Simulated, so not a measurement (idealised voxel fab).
process module | voxel gate over fins
FYI the section here is cut, 185 nm wide, cells are 5 nm squares.
Bands, listed from the top down, are how a cross-section gets written in this document; the cross-section itself is a grid of square cells, and a band is one or more rows of them. What a band's entry tells you: where the top is and where the bottom is, as heights in nm, and after that what lies inside, material by material from left to right, each with its width in nm. Empty space is written as the word "air", and a single material marked with the word "edge to edge" occupies the band from edge to edge. Heights from 0 (as-received wafer is one material below). Bottom band endless downward, as "0 down". Think of "30->40" as a width that walks from the first number to the second as you go down the band, top row to bottom row, taking equal-sized steps from row to row. No cell of the cross-section changed in a step that is given as "identical to before". Entry "Enclosed cavities" = empty spaces >= 8 cells with no open way to the top; each as width x height at distance, distance from left edge, all nm. Anything after a step's settings on that line? It's the simulator's own note about the step. overlay nm: step with mask; distance mask lay right of planned place; negative value = left of planned place.

Below is the list of planned process steps
| 1 | RECEIVE [material Si] |
| 2 | CONFORMAL_DEP [material SiN] [thk nm 5] |
| 3 | DIRECTIONAL_DEP [material aC] [thk nm 10] |
| 4 | PATTERN [tone cover] [mask id FINS] [material resist] [width nm 15] [pitch nm 60] [thk nm 25] [overlay nm 0] |
| 5 | DIRECTIONAL_ETCH [etch materials aC] [depth nm 10] |
| 6 | STRIP [etch materials resist] |
| 7 | DIRECTIONAL_ETCH [etch materials SiN] [depth nm 5] |
| 8 | DIRECTIONAL_ETCH [etch materials Si] [depth nm 40] |
| 9 | STRIP [etch materials aC] |
| 10 | FILL_DEP [material SiO2] [thk nm 10] |
| 11 | CMP [height nm 5] |
| 12 | PATTERN [tone open] [mask id RAIL] [material resist] [width nm 15] [thk nm 20] [overlay nm 0] |
| 13 | DIRECTIONAL_ETCH [etch materials SiO2] [depth nm 40] |
| 14 | STRIP [etch materials resist] |
| 15 | CONFORMAL_DEP [material TiN] [thk nm 5] |
| 16 | FILL_DEP [material Ru] [thk nm 5] |
| 17 | CMP [height nm 5] |
| 18 | SELECTIVE_ETCH [etch materials W Ru TiN] [depth nm 30] |
| 19 | FILL_DEP [material SiO2] [thk nm 5] |
| 20 | CMP [height nm 5] |
| 21 | SELECTIVE_ETCH [etch materials SiO2] [depth nm 20] |
| 22 | STRIP [etch materials SiN] |
| 23 | CONFORMAL_DEP [material HfO2] [thk nm 5] |
| 24 | CONFORMAL_DEP [material TiN] [thk nm 5] |
| 25 | FILL_DEP [material W] [thk nm 15] |
| 26 | CMP [height nm 20] |
| 27 | CONFORMAL_DEP [material SiN] [thk nm 10] |

Incoming wafer, cross-sectional view, post step 1
> 0 down: Si edge to edge
> Enclosed cavities: none

Cross-section, first of two wafers, end of module, run as planned
> 30 to 20: SiN edge to edge
> 20 to 10: W edge to edge
> 10 to 5: 45 nm W, 35 nm TiN, 25 nm W, 35 nm TiN, 45 nm W
> 5 to 0: 45 nm W, 5 nm TiN, 25 nm HfO2, 5 nm TiN, 25 nm W, 5 nm TiN, 25 nm HfO2, 5 nm TiN, 45 nm W
> 0 to -5: 45 nm W, 5 nm TiN, 5 nm HfO2, 15 nm Si, 5 nm HfO2, 5 nm TiN, 25 nm W, 5 nm TiN, 5 nm HfO2, 15 nm Si, 5 nm HfO2, 5 nm TiN, 45 nm W
> -5 to -10: 50 nm TiN, 5 nm HfO2, 15 nm Si, 5 nm HfO2, 35 nm TiN, 5 nm HfO2, 15 nm Si, 5 nm HfO2, 50 nm TiN
> -10 to -15: 55 nm HfO2, 15 nm Si, 45 nm HfO2, 15 nm Si, 55 nm HfO2
> -15 to -25: 55 nm SiO2, 15 nm Si, 45 nm SiO2, 15 nm Si, 55 nm SiO2
> -25 to -30: 55 nm SiO2, 15 nm Si, 15 nm SiO2, 5 nm TiN, 5 nm Ru, 5 nm TiN, 15 nm SiO2, 15 nm Si, 55 nm SiO2
> -30 to -35: 55 nm SiO2, 15 nm Si, 15 nm SiO2, 15 nm TiN, 15 nm SiO2, 15 nm Si, 55 nm SiO2
> -35 to -40: 55 nm SiO2, 15 nm Si, 45 nm SiO2, 15 nm Si, 55 nm SiO2
> -40 down: Si edge to edge
> Enclosed cavities: none

So this is wafer number two of the two, cut at the end of the module - it started where the first did and had the same plan, we just got one thing wrong running it
> 30 to 20: SiN edge to edge
> 20 to 10: W edge to edge
> 10 to 5: 45 nm W, 35 nm TiN, 25 nm W, 35 nm TiN, 45 nm W
> 5 to 0: 45 nm W, 5 nm TiN, 25 nm HfO2, 5 nm TiN, 25 nm W, 5 nm TiN, 25 nm HfO2, 5 nm TiN, 45 nm W
> 0 to -5: 45 nm W, 5 nm TiN, 5 nm HfO2, 15 nm Si, 5 nm HfO2, 5 nm TiN, 25 nm W, 5 nm TiN, 5 nm HfO2, 15 nm Si, 5 nm HfO2, 5 nm TiN, 45 nm W
> -5 to -10: 50 nm TiN, 5 nm HfO2, 15 nm Si, 5 nm HfO2, 35 nm TiN, 5 nm HfO2, 15 nm Si, 5 nm HfO2, 50 nm TiN
> -10 to -15: 55 nm HfO2, 15 nm Si, 45 nm HfO2, 15 nm Si, 55 nm HfO2
> -15 to -25: 55 nm SiO2, 15 nm Si, 45 nm SiO2, 15 nm Si, 55 nm SiO2
> -25 to -30: 50 nm Ru, 5 nm TiN, 15 nm Si, 5 nm TiN, 5 nm Ru, 5 nm TiN, 15 nm SiO2, 5 nm TiN, 5 nm Ru, 5 nm TiN, 15 nm Si, 5 nm TiN, 50 nm Ru
> -30 to -35: 55 nm TiN, 15 nm Si, 15 nm TiN, 15 nm SiO2, 15 nm TiN, 15 nm Si, 55 nm TiN
> -35 to -40: 55 nm SiO2, 15 nm Si, 45 nm SiO2, 15 nm Si, 55 nm SiO2
> -40 down: Si edge to edge
> Enclosed cavities: none
Here's what went sideways: step 12 did not happen as planned, as run it was PATTERN [tone cover] [mask id RAIL] [material resist] [width nm 15] [thk nm 20] [overlay nm 0]
Final wafer comparison in cells, second versus first, more or fewer per material: +21 Ru | -50 SiO2 | +29 TiN
